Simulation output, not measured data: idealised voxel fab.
process module | voxel self aligned vias
cross-section cut | 160 nm wide | cells 5 nm
A cross-section is a grid of square cells, given in bands from the top down. A band is one or more rows of cells.
Each band's line starts with the height of the band's top and of its bottom, in nm. Then come its materials from left to right, each with its width in nm. One material with "throughout" fills the band from edge to edge. "air" is empty space.
Height 0 is the level under which the wafer as received is all one material. The lowest band goes on downwards, as in "0 down".
A width such as "30 to 40" changes by the same amount from each row of cells to the next, from the band's top row to its bottom row.
"no change" after a step means that no cell of the cross-section changed.
closed voids: empty space of 8 cells or more with no open way to the top, each as width x height at its distance from the left edge, in nm
after a step's settings: what the simulator itself notes on the step
overlay nm, on a step with a mask: how far to the right of its planned place the mask lay; to the left if negative
plan
1 op RECEIVE | material Si
2 op CONFORMAL_DEP | material SiO2 | thk nm 15
3 op CONFORMAL_DEP | material SiCN | thk nm 5
4 op DIRECTIONAL_DEP | material SiO2 | thk nm 25
5 op MASKED_ETCH | tone open | mask id LINES | width nm 25 | pitch nm 50 | etch materials SiO2 | depth nm 25 | overlay nm 0
6 op CONFORMAL_DEP | material TiN | thk nm 5
7 op FILL_DEP | material Ru | thk nm 10
8 op CMP | height nm 45
9 op SELECTIVE_ETCH | etch materials W Ru TiN | depth nm 10
10 op FILL_DEP | material SiN | thk nm 5
11 op CMP | height nm 45
12 op DIRECTIONAL_DEP | material SiO2 | thk nm 20
13 op PATTERN | tone open | mask id VIAS | material resist | width nm 35 | pitch nm 50 | thk nm 20 | overlay nm 0
14 op DIRECTIONAL_ETCH | etch materials SiO2 | depth nm 20
15 op DIRECTIONAL_ETCH | etch materials SiN | depth nm 10
16 op STRIP | etch materials resist
17 op CONFORMAL_DEP | material TiN | thk nm 5
18 op FILL_DEP | material W | thk nm 10
19 op CMP | height nm 65
20 op CONFORMAL_DEP | material SiCN | thk nm 5
as received, after step 1
  0 down: Si throughout
  closed voids: none
first wafer at the end, as planned
  70 to 65: SiCN throughout
  65 to 50: SiO2 35 | TiN 5 | W 25 | TiN 5 | SiO2 15 | TiN 5 | W 25 | TiN 5 | SiO2 40
  50 to 40: SiO2 35 to 40 | TiN 10 to 5 | W 15 | TiN 10 to 5 | SiO2 15 to 25 | TiN 10 to 5 | W 15 | TiN 10 to 5 | SiO2 40 to 45
  40 to 35: SiO2 40 | TiN 25 | SiO2 25 | TiN 25 | SiO2 45
  35 to 25: SiO2 40 | TiN 5 | Ru 15 | TiN 5 | SiO2 25 | TiN 5 | Ru 15 | TiN 5 | SiO2 45
  25 to 20: SiO2 40 | TiN 25 | SiO2 25 | TiN 25 | SiO2 45
  20 to 15: SiCN throughout
  15 to 0: SiO2 throughout
  0 down: Si throughout
  closed voids: none
second wafer at the end: like start, like plan, one mistake
  80 to 75: SiCN throughout
  75 to 70: W throughout
  70 to 65: TiN 40 | W 25 | TiN 25 | W 25 | TiN 45
  65 to 50: SiO2 35 | TiN 5 | W 25 | TiN 5 | SiO2 15 | TiN 5 | W 25 | TiN 5 | SiO2 40
  50 to 40: SiO2 35 to 40 | TiN 10 to 5 | W 15 | TiN 10 to 5 | SiO2 15 to 25 | TiN 10 to 5 | W 15 | TiN 10 to 5 | SiO2 40 to 45
  40 to 35: SiO2 40 | TiN 25 | SiO2 25 | TiN 25 | SiO2 45
  35 to 25: SiO2 40 | TiN 5 | Ru 15 | TiN 5 | SiO2 25 | TiN 5 | Ru 15 | TiN 5 | SiO2 45
  25 to 20: SiO2 40 | TiN 25 | SiO2 25 | TiN 25 | SiO2 45
  20 to 15: SiCN throughout
  15 to 0: SiO2 throughout
  0 down: Si throughout
  closed voids: none
what went wrong: step 19 ran as: op CMP | height nm 75
at the end the second wafer has, in cells: 22 more of TiN | 42 more of W
